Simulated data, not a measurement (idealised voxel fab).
The following is a process module called voxel capacitor over wiring.
The cross-section shown here is cut; it is 190 nm wide and divided into square cells measuring 5 nm on a side.
A cross-section is a grid of square cells, given in bands from the top down. A band is one or more rows of cells.
Top, bottom (nm), then materials left to right with widths (nm); lone material tagged "throughout" fills the whole band edge to edge; "blank" = empty space.
A quick word on heights: they are counted from 0, and under that level the wafer as it came to us is one material throughout. The lowest band is different from the rest in having no bottom; it simply continues downward, written as in "0 -> down".
The width entry "30->40" should be interpreted row by row: the top row of cells in the band takes the first number, the bottom row takes the second number, and the change between adjacent rows is uniform throughout.
"no alteration" -> step changed no cross-section cell.
"Tabulated closed voids": empty spaces of 8 cells or more with no open way to the top, each given as width x height at distance, distance from the left edge, all in nm.
Whatever follows a step's settings on its line is a remark the simulator itself makes about that step.
overlay nm: mask offset rightward from planned place, masked step; negative means leftward offset.
### So here's the lineup of process steps we planned
1,RECEIVE, material Si
2,CONFORMAL_DEP, material SiO2, thk nm 15
3,CONFORMAL_DEP, material SiCN, thk nm 5
4,DIRECTIONAL_DEP, material lowk, thk nm 25
5,PATTERN, tone open, mask id METAL_1, material resist, width nm 25, pitch nm 75, thk nm 20, overlay nm 0
6,DIRECTIONAL_ETCH, etch materials lowk, depth nm 25
7,DIRECTIONAL_ETCH, etch materials SiCN, depth nm 5
8,STRIP, etch materials resist
9,CONFORMAL_DEP, material TiN, thk nm 5
10,FILL_DEP, material Ru, thk nm 10
11,CMP, height nm 45
12,CONFORMAL_DEP, material SiCN, thk nm 5
13,DIRECTIONAL_DEP, material lowk, thk nm 15
14,PATTERN, tone open, mask id PLUG_1, material resist, width nm 15, thk nm 15, overlay nm 0
15,DIRECTIONAL_ETCH, etch materials lowk, depth nm 15
16,DIRECTIONAL_ETCH, etch materials SiCN, depth nm 5
17,STRIP, etch materials resist
18,EPI, material Ru, thk nm 10
19,EPI, material Ru, thk nm 10
20,DIRECTIONAL_DEP, material TiN, thk nm 10
21,DIRECTIONAL_DEP, material Al2O3, thk nm 5
22,DIRECTIONAL_DEP, material TiN, thk nm 10
23,PATTERN, tone cover, mask id UPPER_PLATE, material resist, width nm 55, thk nm 20, overlay nm 0
24,DIRECTIONAL_ETCH, etch materials TiN, depth nm 10
25,DIRECTIONAL_ETCH, etch materials Al2O3, depth nm 5
26,STRIP, etch materials resist
27,MASKED_ETCH, tone cover, mask id LOWER_PLATE, width nm 65, etch materials TiN, depth nm 10, overlay nm 0
28,FILL_DEP, material SiO2, thk nm 15
29,CMP, height nm 100
30,MASKED_ETCH, tone open, mask id PLUG_2, width nm 15, etch materials SiO2, depth nm 10, overlay nm 0
31,CONFORMAL_DEP, material TiN, thk nm 5
32,FILL_DEP, material W, thk nm 5
33,CMP, height nm 100
34,CONFORMAL_DEP, material SiN, thk nm 5
### First of two wafers, processed according to plan
### as received, after step 1
	0 -> down = Si throughout
	Tabulated closed voids: none
### Cross-section of the wafer after step 2
	15 -> 0 = SiO2 throughout
	Everything below 0 is unchanged.
### Cross-section of the wafer after step 3
	20 -> 15 = SiCN throughout
	Everything below 15 is unchanged.
### Cross-section of the wafer after step 4
	45 -> 20 = lowk throughout
	Everything below 20 is unchanged.
### Cross-section of the wafer after step 5
	65 -> 45 = 45 resist, 25 blank, 50 resist, 25 blank, 45 resist
	Everything below 45 is unchanged.
### Cross-section of the wafer after step 6
	65 -> 45 = 45 resist, 25 blank, 50 resist, 25 blank, 45 resist
	45 -> 20 = 45 lowk, 25 blank, 50 lowk, 25 blank, 45 lowk
	Everything below 20 is unchanged.
### Cross-section of the wafer after step 7
	65 -> 45 = 45 resist, 25 blank, 50 resist, 25 blank, 45 resist
	45 -> 20 = 45 lowk, 25 blank, 50 lowk, 25 blank, 45 lowk
	20 -> 15 = 45 SiCN, 25 blank, 50 SiCN, 25 blank, 45 SiCN
	Everything below 15 is unchanged.
### Cross-section of the wafer after step 8
	45 -> 20 = 45 lowk, 25 blank, 50 lowk, 25 blank, 45 lowk
	Everything below 20 is unchanged.
### Cross-section of the wafer after step 9
	50 -> 45 = 50 TiN, 15 blank, 60 TiN, 15 blank, 50 TiN
	45 -> 20 = 45 lowk, 5 TiN, 15 blank, 5 TiN, 50 lowk, 5 TiN, 15 blank, 5 TiN, 45 lowk
	20 -> 15 = 45 SiCN, 25 TiN, 50 SiCN, 25 TiN, 45 SiCN
	Everything below 15 is unchanged.
### Cross-section of the wafer after step 10
	60 -> 50 = Ru throughout
	50 -> 45 = 50 TiN, 15 Ru, 60 TiN, 15 Ru, 50 TiN
	45 -> 20 = 45 lowk, 5 TiN, 15 Ru, 5 TiN, 50 lowk, 5 TiN, 15 Ru, 5 TiN, 45 lowk
	Everything below 20 is unchanged.
### Cross-section of the wafer after step 11
	45 -> 20 = 45 lowk, 5 TiN, 15 Ru, 5 TiN, 50 lowk, 5 TiN, 15 Ru, 5 TiN, 45 lowk
	Everything below 20 is unchanged.
### Cross-section of the wafer after step 12
	50 -> 45 = SiCN throughout
	Everything below 45 is unchanged.
### Cross-section of the wafer after step 13
	65 -> 50 = lowk throughout
	Everything below 50 is unchanged.
### Cross-section of the wafer after step 14
	80 -> 65 = 55 resist, 15 blank, 120 resist
	Everything below 65 is unchanged.
### Cross-section of the wafer after step 15
	80 -> 65 = 55 resist, 15 blank, 120 resist
	65 -> 50 = 55 lowk, 15 blank, 120 lowk
	Everything below 50 is unchanged.
### Cross-section of the wafer after step 16
	80 -> 65 = 55 resist, 15 blank, 120 resist
	65 -> 50 = 55 lowk, 15 blank, 120 lowk
	50 -> 45 = 55 SiCN, 15 blank, 120 SiCN
	Everything below 45 is unchanged.
### Cross-section of the wafer after step 17
	65 -> 50 = 55 lowk, 15 blank, 120 lowk
	Everything below 50 is unchanged.
### Cross-section of the wafer after step 18
	65 -> 55 = 55 lowk, 15 blank, 120 lowk
	55 -> 50 = 55 lowk, 15 Ru, 120 lowk
	50 -> 45 = 55 SiCN, 15 Ru, 120 SiCN
	Everything below 45 is unchanged.
### Cross-section of the wafer after step 19
	65 -> 50 = 55 lowk, 15 Ru, 120 lowk
	Everything below 50 is unchanged.
### Cross-section of the wafer after step 20
	75 -> 65 = TiN throughout
	Everything below 65 is unchanged.
### Cross-section of the wafer after step 21
	80 -> 75 = Al2O3 throughout
	Everything below 75 is unchanged.
### Cross-section of the wafer after step 22
	90 -> 80 = TiN throughout
	Everything below 80 is unchanged.
### Cross-section of the wafer after step 23
	110 -> 90 = 55 blank, 55 resist, 80 blank
	Everything below 90 is unchanged.
### Cross-section of the wafer after step 24
	110 -> 90 = 55 blank, 55 resist, 80 blank
	90 -> 80 = 55 blank, 55 TiN, 80 blank
	Everything below 80 is unchanged.
### Cross-section of the wafer after step 25
	110 -> 90 = 55 blank, 55 resist, 80 blank
	90 -> 80 = 55 blank, 55 TiN, 80 blank
	80 -> 75 = 55 blank, 55 Al2O3, 80 blank
	Everything below 75 is unchanged.
### Cross-section of the wafer after step 26
	90 -> 80 = 55 blank, 55 TiN, 80 blank
	Everything below 80 is unchanged.
### Cross-section of the wafer after step 27
	90 -> 80 = 55 blank, 55 TiN, 80 blank
	80 -> 75 = 55 blank, 55 Al2O3, 80 blank
	75 -> 65 = 50 blank, 65 TiN, 75 blank
	Everything below 65 is unchanged.
### Cross-section of the wafer after step 28
	105 -> 90 = SiO2 throughout
	90 -> 80 = 55 SiO2, 55 TiN, 80 SiO2
	80 -> 75 = 55 SiO2, 55 Al2O3, 80 SiO2
	75 -> 65 = 50 SiO2, 65 TiN, 75 SiO2
	Everything below 65 is unchanged.
### Cross-section of the wafer after step 29
	100 -> 90 = SiO2 throughout
	Everything below 90 is unchanged.
### Cross-section of the wafer after step 30
	100 -> 90 = 65 SiO2, 15 blank, 110 SiO2
	Everything below 90 is unchanged.
### Cross-section of the wafer after step 31
	105 -> 100 = 70 TiN, 5 blank, 115 TiN
	100 -> 95 = 65 SiO2, 5 TiN, 5 blank, 5 TiN, 110 SiO2
	95 -> 90 = 65 SiO2, 15 TiN, 110 SiO2
	Everything below 90 is unchanged.
### Cross-section of the wafer after step 32
	110 -> 105 = W throughout
	105 -> 100 = 70 TiN, 5 W, 115 TiN
	100 -> 95 = 65 SiO2, 5 TiN, 5 W, 5 TiN, 110 SiO2
	Everything below 95 is unchanged.
### Cross-section of the wafer after step 33
	100 -> 95 = 65 SiO2, 5 TiN, 5 W, 5 TiN, 110 SiO2
	Everything below 95 is unchanged.
### Cross-section of the wafer after step 34
	105 -> 100 = SiN throughout
	Everything below 100 is unchanged.
### Second wafer, same starting conditions and recipe as the first, one mistake in executing it, nothing differs from the first up to and including step 4
### At the planned end of step 5, the second wafer in cross-section
	65 -> 45 = 40 resist, 35 blank, 40 resist, 35 blank, 40 resist
	Everything below 45 is unchanged.
### At the planned end of step 6, the second wafer in cross-section
	65 -> 45 = 40 resist, 35 blank, 40 resist, 35 blank, 40 resist
	45 -> 20 = 40 lowk, 35 blank, 40 lowk, 35 blank, 40 lowk
	Everything below 20 is unchanged.
### At the planned end of step 7, the second wafer in cross-section
	65 -> 45 = 40 resist, 35 blank, 40 resist, 35 blank, 40 resist
	45 -> 20 = 40 lowk, 35 blank, 40 lowk, 35 blank, 40 lowk
	20 -> 15 = 40 SiCN, 35 blank, 40 SiCN, 35 blank, 40 SiCN
	Everything below 15 is unchanged.
### At the planned end of step 8, the second wafer in cross-section
	45 -> 20 = 40 lowk, 35 blank, 40 lowk, 35 blank, 40 lowk
	Everything below 20 is unchanged.
### At the planned end of step 9, the second wafer in cross-section
	50 -> 45 = 45 TiN, 25 blank, 50 TiN, 25 blank, 45 TiN
	45 -> 20 = 40 lowk, 5 TiN, 25 blank, 5 TiN, 40 lowk, 5 TiN, 25 blank, 5 TiN, 40 lowk
	20 -> 15 = 40 SiCN, 35 TiN, 40 SiCN, 35 TiN, 40 SiCN
	Everything below 15 is unchanged.
### At the planned end of step 10, the second wafer in cross-section
	60 -> 50 = Ru throughout
	50 -> 45 = 45 TiN, 25 Ru, 50 TiN, 25 Ru, 45 TiN
	45 -> 20 = 40 lowk, 5 TiN, 25 Ru, 5 TiN, 40 lowk, 5 TiN, 25 Ru, 5 TiN, 40 lowk
	Everything below 20 is unchanged.
### At the planned end of step 11, the second wafer in cross-section
	45 -> 20 = 40 lowk, 5 TiN, 25 Ru, 5 TiN, 40 lowk, 5 TiN, 25 Ru, 5 TiN, 40 lowk
	Everything below 20 is unchanged.
### At the planned end of step 12, the second wafer in cross-section
	50 -> 45 = SiCN throughout
	Everything below 45 is unchanged.
### At the planned end of step 13, the second wafer in cross-section
	65 -> 50 = lowk throughout
	Everything below 50 is unchanged.
### At the planned end of step 14, the second wafer in cross-section
	80 -> 65 = 55 resist, 15 blank, 120 resist
	Everything below 65 is unchanged.
### At the planned end of step 15, the second wafer in cross-section
	80 -> 65 = 55 resist, 15 blank, 120 resist
	65 -> 50 = 55 lowk, 15 blank, 120 lowk
	Everything below 50 is unchanged.
### At the planned end of step 16, the second wafer in cross-section
	80 -> 65 = 55 resist, 15 blank, 120 resist
	65 -> 50 = 55 lowk, 15 blank, 120 lowk
	50 -> 45 = 55 SiCN, 15 blank, 120 SiCN
	Everything below 45 is unchanged.
### At the planned end of step 17, the second wafer in cross-section
	65 -> 50 = 55 lowk, 15 blank, 120 lowk
	Everything below 50 is unchanged.
### At the planned end of step 18, the second wafer in cross-section
	65 -> 55 = 55 lowk, 15 blank, 120 lowk
	55 -> 50 = 55 lowk, 15 Ru, 120 lowk
	50 -> 45 = 55 SiCN, 15 Ru, 120 SiCN
	Everything below 45 is unchanged.
### At the planned end of step 19, the second wafer in cross-section
	65 -> 50 = 55 lowk, 15 Ru, 120 lowk
	Everything below 50 is unchanged.
### At the planned end of step 20, the second wafer in cross-section
	75 -> 65 = TiN throughout
	Everything below 65 is unchanged.
### At the planned end of step 21, the second wafer in cross-section
	80 -> 75 = Al2O3 throughout
	Everything below 75 is unchanged.
### At the planned end of step 22, the second wafer in cross-section
	90 -> 80 = TiN throughout
	Everything below 80 is unchanged.
### At the planned end of step 23, the second wafer in cross-section
	110 -> 90 = 55 blank, 55 resist, 80 blank
	Everything below 90 is unchanged.
### At the planned end of step 24, the second wafer in cross-section
	110 -> 90 = 55 blank, 55 resist, 80 blank
	90 -> 80 = 55 blank, 55 TiN, 80 blank
	Everything below 80 is unchanged.
### At the planned end of step 25, the second wafer in cross-section
	110 -> 90 = 55 blank, 55 resist, 80 blank
	90 -> 80 = 55 blank, 55 TiN, 80 blank
	80 -> 75 = 55 blank, 55 Al2O3, 80 blank
	Everything below 75 is unchanged.
### At the planned end of step 26, the second wafer in cross-section
	90 -> 80 = 55 blank, 55 TiN, 80 blank
	Everything below 80 is unchanged.
### At the planned end of step 27, the second wafer in cross-section
	90 -> 80 = 55 blank, 55 TiN, 80 blank
	80 -> 75 = 55 blank, 55 Al2O3, 80 blank
	75 -> 65 = 50 blank, 65 TiN, 75 blank
	Everything below 65 is unchanged.
### At the planned end of step 28, the second wafer in cross-section
	105 -> 90 = SiO2 throughout
	90 -> 80 = 55 SiO2, 55 TiN, 80 SiO2
	80 -> 75 = 55 SiO2, 55 Al2O3, 80 SiO2
	75 -> 65 = 50 SiO2, 65 TiN, 75 SiO2
	Everything below 65 is unchanged.
### At the planned end of step 29, the second wafer in cross-section
	100 -> 90 = SiO2 throughout
	Everything below 90 is unchanged.
### At the planned end of step 30, the second wafer in cross-section
	100 -> 90 = 65 SiO2, 15 blank, 110 SiO2
	Everything below 90 is unchanged.
### At the planned end of step 31, the second wafer in cross-section
	105 -> 100 = 70 TiN, 5 blank, 115 TiN
	100 -> 95 = 65 SiO2, 5 TiN, 5 blank, 5 TiN, 110 SiO2
	95 -> 90 = 65 SiO2, 15 TiN, 110 SiO2
	Everything below 90 is unchanged.
### At the planned end of step 32, the second wafer in cross-section
	110 -> 105 = W throughout
	105 -> 100 = 70 TiN, 5 W, 115 TiN
	100 -> 95 = 65 SiO2, 5 TiN, 5 W, 5 TiN, 110 SiO2
	Everything below 95 is unchanged.
### At the planned end of step 33, the second wafer in cross-section
	100 -> 95 = 65 SiO2, 5 TiN, 5 W, 5 TiN, 110 SiO2
	Everything below 95 is unchanged.
### At the planned end of step 34, the second wafer in cross-section
	105 -> 100 = SiN throughout
	Everything below 100 is unchanged.
Against the plan, the run slipped here: planned and actual differ for step 5; actual: PATTERN, tone open, mask id METAL_1, material resist, width nm 35, pitch nm 75, thk nm 20, overlay nm 0
FYI, end of process, the second wafer has more or fewer cells of some materials than the first: +20 Ru | -4 SiCN | +4 TiN | -20 lowk
